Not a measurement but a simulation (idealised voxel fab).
The following process module bears the name voxel lift off.
We display cut, a cross-section 185 nm in width whose square cells are each 5 nm.
Format of a cross-section: grid, square cells. Given as bands. Order: top down. Band: one or more rows of cells.
Top, bottom (nm), then materials left to right with widths (nm); lone material tagged "throughout" fills the whole band edge to edge; "air" = empty space.
Where do heights start? At 0: under that level the wafer as delivered is made of one material only. And the lowest band has no floor; it just carries on downward, as in "z 0 and below".
The expression "30..40" gives the width at the extremes of the band, the first number at its top row of cells and the second at its bottom row, with the width changing by equal amounts from each row to the next in between.
What does "nothing got changed" mean for a step? It means no cell of the cross-section changed in that step.
Enclosed voids (no open way to top), threshold 8 cells or more, entry "Fully sealed voids", notation width x height at distance, distance from left edge, nm.
On a step's line, text after the settings is the simulator commenting on that step.
"overlay nm", when on a step's line for a step with a mask, measures how far to the right of its planned place the mask lay; a negative measure means to the left.

Below is the list of planned process steps
1. op RECEIVE | material Si
2. op CONFORMAL_DEP | material SiO2 | thk nm 15
3. op PATTERN | tone open | mask id LINES | material resist | width nm 25 | pitch nm 55 | thk nm 25 | overlay nm 0
4. op DIRECTIONAL_DEP | material Ru | thk nm 5
5. op STRIP | etch materials resist
6. op CONFORMAL_DEP | material SiO2 | thk nm 10
Be aware that, although all wafers share a common starting state, the thk nm at step 4 differs among them, and the plan displays the first wafer's value.

First wafer of several, as received: cross-section after step 1
    z 0 and below | Si throughout
    Fully sealed voids: none

Here's the first of several wafers in cross-section, end of the module, after the last step, step 6
    z 30 to 25 | 40 nm air; 45 nm SiO2; 10 nm air; 45 nm SiO2; 45 nm air
    z 25 to 20 | SiO2 throughout
    z 20 to 15 | 50 nm SiO2; 25 nm Ru; 30 nm SiO2; 25 nm Ru; 55 nm SiO2
    z 15 to 0 | SiO2 throughout
    z 0 and below | Si throughout
    Fully sealed voids: none

Here we cross-sectioned the last of the wafers once the module was done
    z 45 to 35 | 40 nm air; 45 nm SiO2; 10 nm air; 45 nm SiO2; 45 nm air
    z 35 to 25 | 40 nm air; 10 nm SiO2; 25 nm Ru; 10 nm SiO2; 10 nm air; 10 nm SiO2; 25 nm Ru; 10 nm SiO2; 45 nm air
    z 25 to 15 | 50 nm SiO2; 25 nm Ru; 30 nm SiO2; 25 nm Ru; 55 nm SiO2
    z 15 to 0 | SiO2 throughout
    z 0 and below | Si throughout
    Fully sealed voids: none

Wafer rows, end of module: cells per material gained (+) or lost (-) since receipt; closed voids last
thk nm 5; +10 Ru; +193 SiO2; Fully sealed voids: none
thk nm 10; +20 Ru; +201 SiO2; Fully sealed voids: none
thk nm 15; +30 Ru; +209 SiO2; Fully sealed voids: none
thk nm 20; +40 Ru; +217 SiO2; Fully sealed voids: none
